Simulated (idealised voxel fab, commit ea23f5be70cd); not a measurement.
The process module that follows is named voxel double patterning.
Displayed cross-section: cut, width of 200 nm, square cells sized 5 nm.
Reading order for cross-sections: top band down to bottom band. Underlying form: a grid of square cells. Band size: one or more rows of cells. Each band's line starts with the height of the band's top and of its bottom, in nm. Then come its materials from left to right, each with its width in nm. One material with "edge to edge" fills the band from edge to edge. "empty" is empty space. Ref level 0: as-received wafer is one material below here. Bottom band extends down with no lower bound ("0 -> down"). Quick explanation for "30->40": the width changes in equal steps down the rows of cells, from the first number in the band's top row to the second number in its bottom row. The cross-section has no changed cell in any step marked "same as before". For the entry "Enclosed void catalog", the listed items are empty spaces with no open way to the top whose size is 8 cells or more; each item follows the pattern width x height at distance, where distance is from the left edge and all three are in nm. On a step's line, text after the settings is the simulator commenting on that step. overlay nm: where the mask lay relative to plan, measured to the right, on steps with a mask; negatives go left.
# The planned process steps are enumerated hereunder
step 1: RECEIVE [material Si]
step 2: CONFORMAL_DEP [material SiO2] [thk nm 10]
step 3: DIRECTIONAL_DEP [material TiN] [thk nm 20]
step 4: DIRECTIONAL_DEP [material SiN] [thk nm 5]
step 5: MASKED_ETCH [tone open] [mask id FIRST] [width nm 15] [pitch nm 50] [etch materials SiN] [depth nm 5] [overlay nm 0]
step 6: DIRECTIONAL_DEP [material aC] [thk nm 15]
step 7: PATTERN [tone open] [mask id SECOND] [material resist] [width nm 15] [thk nm 35] [overlay nm 0]
step 8: DIRECTIONAL_ETCH [etch materials aC] [depth nm 15]
step 9: STRIP [etch materials resist]
step 10: DIRECTIONAL_ETCH [etch materials SiN] [depth nm 5]
step 11: STRIP [etch materials aC]
step 12: DIRECTIONAL_ETCH [etch materials TiN] [depth nm 20]
step 13: STRIP [etch materials SiN]
# As-received state of the wafer in cross-section, equivalent to post-step 1
> 0 -> down: Si edge to edge
> Enclosed void catalog: none
# First of two wafers at the end of the module, shown in cross-section; run carried out as planned
> 30 -> 10: 65 TiN, 15 empty, 10 TiN, 15 empty, 10 TiN, 15 empty, 70 TiN
> 10 -> 0: SiO2 edge to edge
> 0 -> down: Si edge to edge
> Enclosed void catalog: none
# Wafer two, end of module, cross-section. Same start, same plan as wafer one. One mistake in the run
> 30 -> 10: 90 empty, 15 TiN, 95 empty
> 10 -> 0: SiO2 edge to edge
> 0 -> down: Si edge to edge
> Enclosed void catalog: none
The plan and the run diverged here: off-plan run, step 7, actual operation and settings PATTERN [tone cover] [mask id SECOND] [material resist] [width nm 15] [thk nm 35] [overlay nm 0]
Count the cells at the end and the second wafer has more or fewer of some materials than the first: TiN -112
